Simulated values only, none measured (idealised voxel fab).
process module | voxel self aligned vias
cross-section cut | 210 nm wide | cells 5 nm
A cross-section is a grid of square cells, given in bands from the top down. A band is one or more rows of cells.
Each band's line starts with the height of the band's top and of its bottom, in nm. Then come its materials from left to right, each with its width in nm. One material with "throughout" fills the band from edge to edge. "air" is empty space.
Height 0 is the level under which the wafer as received is all one material. The lowest band goes on downwards, as in "0 down".
A width such as "30 to 40" changes by the same amount from each row of cells to the next, from the band's top row to its bottom row.
"no change" after a step means that no cell of the cross-section changed.
closed voids: empty space of 8 cells or more with no open way to the top, each as width x height at its distance from the left edge, in nm
after a step's settings: what the simulator itself notes on the step
overlay nm, on a step with a mask: how far to the right of its planned place the mask lay; to the left if negative
plan
1 op RECEIVE | material Si
2 op CONFORMAL_DEP | material SiO2 | thk nm 10
3 op CONFORMAL_DEP | material SiCN | thk nm 5
4 op DIRECTIONAL_DEP | material lowk | thk nm 25
5 op PATTERN | tone open | mask id LINES | material resist | width nm 25 | pitch nm 55 | thk nm 15 | overlay nm 0
6 op DIRECTIONAL_ETCH | etch materials lowk | depth nm 25
7 op STRIP | etch materials resist
8 op CONFORMAL_DEP | material TiN | thk nm 5
9 op FILL_DEP | material Ru | thk nm 5
10 op CMP | height nm 40
11 op SELECTIVE_ETCH | etch materials W Ru TiN | depth nm 10
12 op FILL_DEP | material SiN | thk nm 5
13 op CMP | height nm 40
14 op DIRECTIONAL_DEP | material lowk | thk nm 20
15 op MASKED_ETCH | tone open | mask id VIAS | width nm 35 | pitch nm 55 | etch materials lowk | depth nm 20 | overlay nm 0
16 op MASKED_ETCH | tone open | mask id VIAS | width nm 35 | pitch nm 55 | etch materials SiN | depth nm 10 | overlay nm -15
17 op CONFORMAL_DEP | material TiN | thk nm 5
18 op FILL_DEP | material Ru | thk nm 5
19 op CMP | height nm 60
20 op CONFORMAL_DEP | material SiN | thk nm 5
varied across the wafers: overlay nm of step 16. The plan shows the first wafer's value. All wafers start alike
first wafer as received, after step 1
  0 down: Si throughout
  closed voids: none
first wafer at the end, after step 20
  65 to 60: SiN throughout
  60 to 45: lowk 30 | TiN 5 | Ru 25 | TiN 5 | lowk 20 | TiN 5 | Ru 25 | TiN 5 | lowk 20 | TiN 5 | Ru 25 | TiN 5 | lowk 35
  45 to 40: lowk 30 | TiN 10 | Ru 5 | TiN 20 | lowk 20 | TiN 10 | Ru 5 | TiN 20 | lowk 20 | TiN 10 | Ru 5 | TiN 20 | lowk 35
  40 to 35: lowk 35 | TiN 5 | Ru 5 | TiN 5 | SiN 10 | lowk 30 | TiN 5 | Ru 5 | TiN 5 | SiN 10 | lowk 30 | TiN 5 | Ru 5 | TiN 5 | SiN 10 | lowk 40
  35 to 30: lowk 35 | TiN 15 | SiN 10 | lowk 30 | TiN 15 | SiN 10 | lowk 30 | TiN 15 | SiN 10 | lowk 40
  30 to 20: lowk 35 | TiN 5 | Ru 15 | TiN 5 | lowk 30 | TiN 5 | Ru 15 | TiN 5 | lowk 30 | TiN 5 | Ru 15 | TiN 5 | lowk 40
  20 to 15: lowk 35 | TiN 25 | lowk 30 | TiN 25 | lowk 30 | TiN 25 | lowk 40
  15 to 10: SiCN throughout
  10 to 0: SiO2 throughout
  0 down: Si throughout
  closed voids: none
last wafer at the end
  65 to 60: SiN throughout
  60 to 45: lowk 30 | TiN 5 | Ru 25 | TiN 5 | lowk 20 | TiN 5 | Ru 25 | TiN 5 | lowk 20 | TiN 5 | Ru 25 | TiN 5 | lowk 35
  45 to 40: lowk 30 | TiN 20 | Ru 5 | TiN 10 | lowk 20 | TiN 20 | Ru 5 | TiN 10 | lowk 20 | TiN 20 | Ru 5 | TiN 10 | lowk 35
  40 to 35: lowk 35 | SiN 10 | TiN 5 | Ru 5 | TiN 5 | lowk 30 | SiN 10 | TiN 5 | Ru 5 | TiN 5 | lowk 30 | SiN 10 | TiN 5 | Ru 5 | TiN 5 | lowk 40
  35 to 30: lowk 35 | SiN 10 | TiN 15 | lowk 30 | SiN 10 | TiN 15 | lowk 30 | SiN 10 | TiN 15 | lowk 40
  30 to 20: lowk 35 | TiN 5 | Ru 15 | TiN 5 | lowk 30 | TiN 5 | Ru 15 | TiN 5 | lowk 30 | TiN 5 | Ru 15 | TiN 5 | lowk 40
  20 to 15: lowk 35 | TiN 25 | lowk 30 | TiN 25 | lowk 30 | TiN 25 | lowk 40
  15 to 10: SiCN throughout
  10 to 0: SiO2 throughout
  0 down: Si throughout
  closed voids: none
each wafer at the end: cells of each material gained (+) or lost (-) since it was received, then its closed voids
overlay nm -15 | +69 Ru | +42 SiCN | +54 SiN | +84 SiO2 | +78 TiN | +219 lowk | closed voids: none
overlay nm -10 | +75 Ru | +42 SiCN | +48 SiN | +84 SiO2 | +78 TiN | +219 lowk | closed voids: none
overlay nm -5 | +81 Ru | +42 SiCN | +42 SiN | +84 SiO2 | +78 TiN | +219 lowk | closed voids: none
overlay nm 0 | +81 Ru | +42 SiCN | +42 SiN | +84 SiO2 | +78 TiN | +219 lowk | closed voids: none
overlay nm 5 | +81 Ru | +42 SiCN | +42 SiN | +84 SiO2 | +78 TiN | +219 lowk | closed voids: none
overlay nm 10 | +75 Ru | +42 SiCN | +48 SiN | +84 SiO2 | +78 TiN | +219 lowk | closed voids: none
overlay nm 15 | +69 Ru | +42 SiCN | +54 SiN | +84 SiO2 | +78 TiN | +219 lowk | closed voids: none
